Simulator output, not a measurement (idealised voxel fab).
process module | voxel lift off
This is section cut - it's 195 nm across, gridded in 5 nm square cells.
Each cross-section below is a grid of square cells, stated as bands in top-down order, with one or more rows of cells making up each band. Within each band entry, the heights of the top and of the bottom of the band appear first, in that order and in nm; the materials of the band then follow from left to right, each with its corresponding width in nm. The designation "throughout" on a single material indicates that it fills the band from edge to edge; the designation "empty" indicates empty space. Height 0 is the level under which the wafer as received is all one material. The lowest band goes on downwards, as in "from 0 down". Think of "30..40" as a width that walks from the first number to the second as you go down the band, top row to bottom row, taking equal-sized steps from row to row. Given "stayed the same" for a step, no cell of the cross-section differs between before and after that step. "Internal closed voids": empty spaces of 8 cells or more with no open way to the top, each given as width x height at distance, distance from the left edge, all in nm. On a step's line, text after the settings is the simulator commenting on that step. You can add "overlay nm" to a step's line. For a step with a mask, it describes how far the mask lay to the right of its planned position, and a negative number describes a lay to the left.
### These are the steps we planned for the process
1,RECEIVE with material Si
2,CONFORMAL_DEP with material SiO2, thk nm 5
3,PATTERN with tone open, mask id LINES, material resist, width nm 30, pitch nm 55, thk nm 15, overlay nm 0
4,DIRECTIONAL_DEP with material Ru, thk nm 5
5,STRIP with etch materials resist
6,CONFORMAL_DEP with material SiO2, thk nm 10
### Cross-sectional view of the wafer in its as-received condition, corresponding to the state after step 1
- from 0 down: Si throughout
- Internal closed voids: none
### Cross-section taken at module completion on the first of two wafers; processed per the plan
- from 20 to 15: empty 45, SiO2 50, empty 5, SiO2 50, empty 45
- from 15 to 10: SiO2 throughout
- from 10 to 5: SiO2 55, Ru 30, SiO2 25, Ru 30, SiO2 55
- from 5 to 0: SiO2 throughout
- from 0 down: Si throughout
- Internal closed voids: none
### So this is wafer number two of the two, cut at the end of the module - it started where the first did and had the same plan, we just got one thing wrong running it
- from 20 to 15: SiO2 65, empty 10, SiO2 45, empty 10, SiO2 65
- from 15 to 10: SiO2 throughout
- from 10 to 5: Ru 55, SiO2 30, Ru 25, SiO2 30, Ru 55
- from 5 to 0: SiO2 throughout
- from 0 down: Si throughout
- Internal closed voids: none
Which mistake was made when the wafer was run? step 3 deviated from plan and actually ran as PATTERN with tone cover, mask id LINES, material resist, width nm 30, pitch nm 55, thk nm 15, overlay nm 0
FYI, end of process, the second wafer has more or fewer cells of some materials than the first: +15 Ru
